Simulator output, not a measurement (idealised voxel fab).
The name of this process module is voxel tone inversion.
Displayed cross-section: cut, width of 275 nm, square cells sized 5 nm.
A cross-section in this document is a grid of square cells, and it is written down as bands, the top band listed before the ones below it; a band is made up of one or more rows of cells.
First you get the band's top height and its bottom height, in nm, and then the materials it's made of, left to right, with each width in nm. If you see a single material with "full width", that one covers the band edge to edge. "empty" is empty space.
Where do heights start? At 0: under that level the wafer as delivered is made of one material only. And the lowest band has no floor; it just carries on downward, as in "0 -> down".
The two numbers in a width such as "30->40" mark its ends across the band: the first belongs to the top row of cells, the second to the bottom row, and from each row to the next the width moves by the same amount.
Step note "all unchanged" = no cross-section cell changed.
"Closed internal voids" lists enclosed empty spaces (at least 8 cells, no open path upward to the top), each as width x height at distance from the left edge, in nm.
Read whatever lies past the settings on a step's line as the simulator's own remark about the step.
The optional step-line setting "overlay nm" applies to steps with a mask and quantifies how far to the right of its planned location the mask lay, a negative value indicating leftward placement.

-- Below is the list of planned process steps
step 1: RECEIVE with material Si
step 2: CONFORMAL_DEP with material SiN, thk nm 5
step 3: DIRECTIONAL_DEP with material polySi, thk nm 20
step 4: PATTERN with tone cover, mask id POSTS, material resist, width nm 15, pitch nm 40, thk nm 25, overlay nm 0
step 5: DIRECTIONAL_ETCH with etch materials polySi, depth nm 20
step 6: STRIP with etch materials resist
step 7: FILL_DEP with material lowk, thk nm 5
step 8: CMP with height nm 25
step 9: STRIP with etch materials polySi
step 10: CONFORMAL_DEP with material TiN, thk nm 5
step 11: FILL_DEP with material Ru, thk nm 10
step 12: CMP with height nm 25
step 13: CONFORMAL_DEP with material SiCN, thk nm 5

-- Cross-section of the wafer at receipt, which is the condition after step 1
- 0 -> down  Si full width
- Closed internal voids: none

-- Cross-sectional view of the first of the two wafers upon completion of the module, processed in accordance with the plan
- 30 -> 25  SiCN full width
- 25 -> 10  70 nm lowk  5 nm TiN  5 nm Ru  5 nm TiN  25 nm lowk  5 nm TiN  5 nm Ru  5 nm TiN  25 nm lowk  5 nm TiN  5 nm Ru  5 nm TiN  25 nm lowk  5 nm TiN  5 nm Ru  5 nm TiN  70 nm lowk
- 10 -> 5  70 nm lowk  15 nm TiN  25 nm lowk  15 nm TiN  25 nm lowk  15 nm TiN  25 nm lowk  15 nm TiN  70 nm lowk
- 5 -> 0  SiN full width
- 0 -> down  Si full width
- Closed internal voids: none

-- Cross-sectional view: second of two wafers, end of module; start and plan identical to the first, one mistake in running
- 25 -> 20  SiCN full width
- 20 -> 10  70 nm lowk  5 nm TiN  5 nm Ru  5 nm TiN  25 nm lowk  5 nm TiN  5 nm Ru  5 nm TiN  25 nm lowk  5 nm TiN  5 nm Ru  5 nm TiN  25 nm lowk  5 nm TiN  5 nm Ru  5 nm TiN  70 nm lowk
- 10 -> 5  70 nm lowk  15 nm TiN  25 nm lowk  15 nm TiN  25 nm lowk  15 nm TiN  25 nm lowk  15 nm TiN  70 nm lowk
- 5 -> 0  SiN full width
- 0 -> down  Si full width
- Closed internal voids: none
The plan and the run diverged here: step 12 was processed under conditions differing from the plan, specifically as CMP with height nm 20
Cell-count delta at end, second wafer over first, by material: 4 fewer of Ru; 8 fewer of TiN; 43 fewer of lowk
